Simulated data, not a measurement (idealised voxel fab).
process module | voxel capacitor over wiring
cross-section cut | 215 nm wide | cells 5 nm
A cross-section is a grid of square cells, given in bands from the top down. A band is one or more rows of cells.
Each band's line starts with the height of the band's top and of its bottom, in nm. Then come its materials from left to right, each with its width in nm. One material with "throughout" fills the band from edge to edge. "air" is empty space.
Height 0 is the level under which the wafer as received is all one material. The lowest band goes on downwards, as in "0 down".
A width such as "30 to 40" changes by the same amount from each row of cells to the next, from the band's top row to its bottom row.
"no change" after a step means that no cell of the cross-section changed.
closed voids: empty space of 8 cells or more with no open way to the top, each as width x height at its distance from the left edge, in nm
after a step's settings: what the simulator itself notes on the step
overlay nm, on a step with a mask: how far to the right of its planned place the mask lay; to the left if negative
plan
1 op RECEIVE | material Si
2 op CONFORMAL_DEP | material SiO2 | thk nm 15
3 op CONFORMAL_DEP | material SiN | thk nm 5
4 op DIRECTIONAL_DEP | material lowk | thk nm 25
5 op DIRECTIONAL_DEP | material aC | thk nm 10
6 op PATTERN | tone open | mask id METAL_1 | material resist | width nm 25 | pitch nm 75 | thk nm 30 | overlay nm 0
7 op DIRECTIONAL_ETCH | etch materials aC | depth nm 10
8 op STRIP | etch materials resist
9 op DIRECTIONAL_ETCH | etch materials lowk | depth nm 25
10 op DIRECTIONAL_ETCH | etch materials SiN | depth nm 5
11 op STRIP | etch materials aC
12 op CONFORMAL_DEP | material TiN | thk nm 5
13 op FILL_DEP | material W | thk nm 10
14 op CMP | height nm 45
15 op EPI | material Ru | thk nm 5
16 op FILL_DEP | material SiCN | thk nm 5
17 op DIRECTIONAL_DEP | material SiO2 | thk nm 20
18 op PATTERN | tone open | mask id PLUG_1 | material resist | width nm 15 | thk nm 20 | overlay nm 0
19 op DIRECTIONAL_ETCH | etch materials SiO2 | depth nm 20
20 op DIRECTIONAL_ETCH | etch materials SiCN | depth nm 5
21 op STRIP | etch materials resist
22 op CONFORMAL_DEP | material TiN | thk nm 5
23 op FILL_DEP | material Cu | thk nm 5
24 op CMP | height nm 75
25 op DIRECTIONAL_DEP | material TiN | thk nm 10
26 op DIRECTIONAL_DEP | material HfO2 | thk nm 5
27 op DIRECTIONAL_DEP | material TiN | thk nm 10
28 op MASKED_ETCH | tone cover | mask id UPPER_PLATE | width nm 55 | etch materials TiN | depth nm 10 | overlay nm 0
29 op MASKED_ETCH | tone cover | mask id UPPER_PLATE | width nm 55 | etch materials HfO2 | depth nm 5 | overlay nm 0
30 op PATTERN | tone cover | mask id LOWER_PLATE | material resist | width nm 65 | thk nm 20 | overlay nm 0
31 op DIRECTIONAL_ETCH | etch materials TiN | depth nm 10
32 op STRIP | etch materials resist
33 op FILL_DEP | material SiO2 | thk nm 15
34 op CMP | height nm 110
35 op MASKED_ETCH | tone open | mask id PLUG_2 | width nm 15 | etch materials SiO2 | depth nm 10 | overlay nm 0
36 op CONFORMAL_DEP | material TiN | thk nm 5
37 op FILL_DEP | material Ru | thk nm 10
38 op CMP | height nm 110
39 op CONFORMAL_DEP | material SiN | thk nm 5
first wafer, as planned
as received, after step 1
  0 down: Si throughout
  closed voids: none
after step 2
  15 to 0: SiO2 throughout
  below 0: unchanged
after step 3
  20 to 15: SiN throughout
  below 15: unchanged
after step 4
  45 to 20: lowk throughout
  below 20: unchanged
after step 5
  55 to 45: aC throughout
  below 45: unchanged
after step 6
  85 to 55: resist 55 | air 25 | resist 50 | air 25 | resist 60
  below 55: unchanged
after step 7
  75 to 55: resist 55 | air 25 | resist 50 | air 25 | resist 60
  55 to 45: aC 55 | air 25 | aC 50 | air 25 | aC 60
  below 45: unchanged
after step 8
  55 to 45: aC 55 | air 25 | aC 50 | air 25 | aC 60
  below 45: unchanged
after step 9
  55 to 45: aC 55 | air 25 | aC 50 | air 25 | aC 60
  45 to 20: lowk 55 | air 25 | lowk 50 | air 25 | lowk 60
  below 20: unchanged
after step 10
  55 to 45: aC 55 | air 25 | aC 50 | air 25 | aC 60
  45 to 20: lowk 55 | air 25 | lowk 50 | air 25 | lowk 60
  20 to 15: SiN 55 | air 25 | SiN 50 | air 25 | SiN 60
  below 15: unchanged
after step 11
  45 to 20: lowk 55 | air 25 | lowk 50 | air 25 | lowk 60
  below 20: unchanged
after step 12
  50 to 45: TiN 60 | air 15 | TiN 60 | air 15 | TiN 65
  45 to 20: lowk 55 | TiN 5 | air 15 | TiN 5 | lowk 50 | TiN 5 | air 15 | TiN 5 | lowk 60
  20 to 15: SiN 55 | TiN 25 | SiN 50 | TiN 25 | SiN 60
  below 15: unchanged
after step 13
  60 to 50: W throughout
  50 to 45: TiN 60 | W 15 | TiN 60 | W 15 | TiN 65
  45 to 20: lowk 55 | TiN 5 | W 15 | TiN 5 | lowk 50 | TiN 5 | W 15 | TiN 5 | lowk 60
  below 20: unchanged
after step 14
  45 to 20: lowk 55 | TiN 5 | W 15 | TiN 5 | lowk 50 | TiN 5 | W 15 | TiN 5 | lowk 60
  below 20: unchanged
after step 15
  50 to 45: air 50 | Ru 35 | air 40 | Ru 35 | air 55
  below 45: unchanged
after step 16
  55 to 50: SiCN throughout
  50 to 45: SiCN 50 | Ru 35 | SiCN 40 | Ru 35 | SiCN 55
  below 45: unchanged
after step 17
  75 to 55: SiO2 throughout
  below 55: unchanged
after step 18
  95 to 75: resist 65 | air 15 | resist 135
  below 75: unchanged
after step 19
  95 to 75: resist 65 | air 15 | resist 135
  75 to 55: SiO2 65 | air 15 | SiO2 135
  below 55: unchanged
after step 20
  95 to 75: resist 65 | air 15 | resist 135
  75 to 55: SiO2 65 | air 15 | SiO2 135
  55 to 50: SiCN 65 | air 15 | SiCN 135
  below 50: unchanged
after step 21
  75 to 55: SiO2 65 | air 15 | SiO2 135
  below 55: unchanged
after step 22
  80 to 75: TiN 70 | air 5 | TiN 140
  75 to 55: SiO2 65 | TiN 5 | air 5 | TiN 5 | SiO2 135
  55 to 50: SiCN 65 | TiN 15 | SiCN 135
  below 50: unchanged
after step 23
  85 to 80: Cu throughout
  80 to 75: TiN 70 | Cu 5 | TiN 140
  75 to 55: SiO2 65 | TiN 5 | Cu 5 | TiN 5 | SiO2 135
  below 55: unchanged
after step 24
  75 to 55: SiO2 65 | TiN 5 | Cu 5 | TiN 5 | SiO2 135
  below 55: unchanged
after step 25
  85 to 75: TiN throughout
  below 75: unchanged
after step 26
  90 to 85: HfO2 throughout
  below 85: unchanged
after step 27
  100 to 90: TiN throughout
  below 90: unchanged
after step 28
  100 to 90: air 65 | TiN 55 | air 95
  below 90: unchanged
after step 29
  100 to 90: air 65 | TiN 55 | air 95
  90 to 85: air 65 | HfO2 55 | air 95
  below 85: unchanged
after step 30
  120 to 100: air 60 | resist 65 | air 90
  100 to 90: air 60 | resist 5 | TiN 55 | resist 5 | air 90
  90 to 85: air 60 | resist 5 | HfO2 55 | resist 5 | air 90
  below 85: unchanged
after step 31
  120 to 100: air 60 | resist 65 | air 90
  100 to 90: air 60 | resist 5 | TiN 55 | resist 5 | air 90
  90 to 85: air 60 | resist 5 | HfO2 55 | resist 5 | air 90
  85 to 75: air 60 | TiN 65 | air 90
  below 75: unchanged
after step 32
  100 to 90: air 65 | TiN 55 | air 95
  90 to 85: air 65 | HfO2 55 | air 95
  below 85: unchanged
after step 33
  115 to 100: SiO2 throughout
  100 to 90: SiO2 65 | TiN 55 | SiO2 95
  90 to 85: SiO2 65 | HfO2 55 | SiO2 95
  85 to 75: SiO2 60 | TiN 65 | SiO2 90
  below 75: unchanged
after step 34
  110 to 100: SiO2 throughout
  below 100: unchanged
after step 35
  110 to 100: SiO2 75 | air 15 | SiO2 125
  below 100: unchanged
after step 36
  115 to 110: TiN 80 | air 5 | TiN 130
  110 to 105: SiO2 75 | TiN 5 | air 5 | TiN 5 | SiO2 125
  105 to 100: SiO2 75 | TiN 15 | SiO2 125
  below 100: unchanged
after step 37
  125 to 115: Ru throughout
  115 to 110: TiN 80 | Ru 5 | TiN 130
  110 to 105: SiO2 75 | TiN 5 | Ru 5 | TiN 5 | SiO2 125
  below 105: unchanged
after step 38
  110 to 105: SiO2 75 | TiN 5 | Ru 5 | TiN 5 | SiO2 125
  below 105: unchanged
after step 39
  115 to 110: SiN throughout
  below 110: unchanged
second wafer: like start, like plan, one mistake. Through step 34 it matches the first wafer
when step 35 should have ended
  110 to 100: air 75 | SiO2 15 | air 125
  below 100: unchanged
when step 36 should have ended
  115 to 110: air 70 | TiN 25 | air 120
  110 to 105: air 70 | TiN 5 | SiO2 15 | TiN 5 | air 120
  105 to 100: TiN 75 | SiO2 15 | TiN 125
  below 100: unchanged
when step 37 should have ended
  125 to 115: Ru throughout
  115 to 110: Ru 70 | TiN 25 | Ru 120
  110 to 105: Ru 70 | TiN 5 | SiO2 15 | TiN 5 | Ru 120
  below 105: unchanged
when step 38 should have ended
  110 to 105: Ru 70 | TiN 5 | SiO2 15 | TiN 5 | Ru 120
  below 105: unchanged
when step 39 should have ended
  115 to 110: SiN throughout
  below 110: unchanged
what went wrong: step 35 ran as: op MASKED_ETCH | tone cover | mask id PLUG_2 | width nm 15 | etch materials SiO2 | depth nm 10 | overlay nm 0
at the end the second wafer has, in cells: 37 more of Ru | 74 fewer of SiO2 | 37 more of TiN
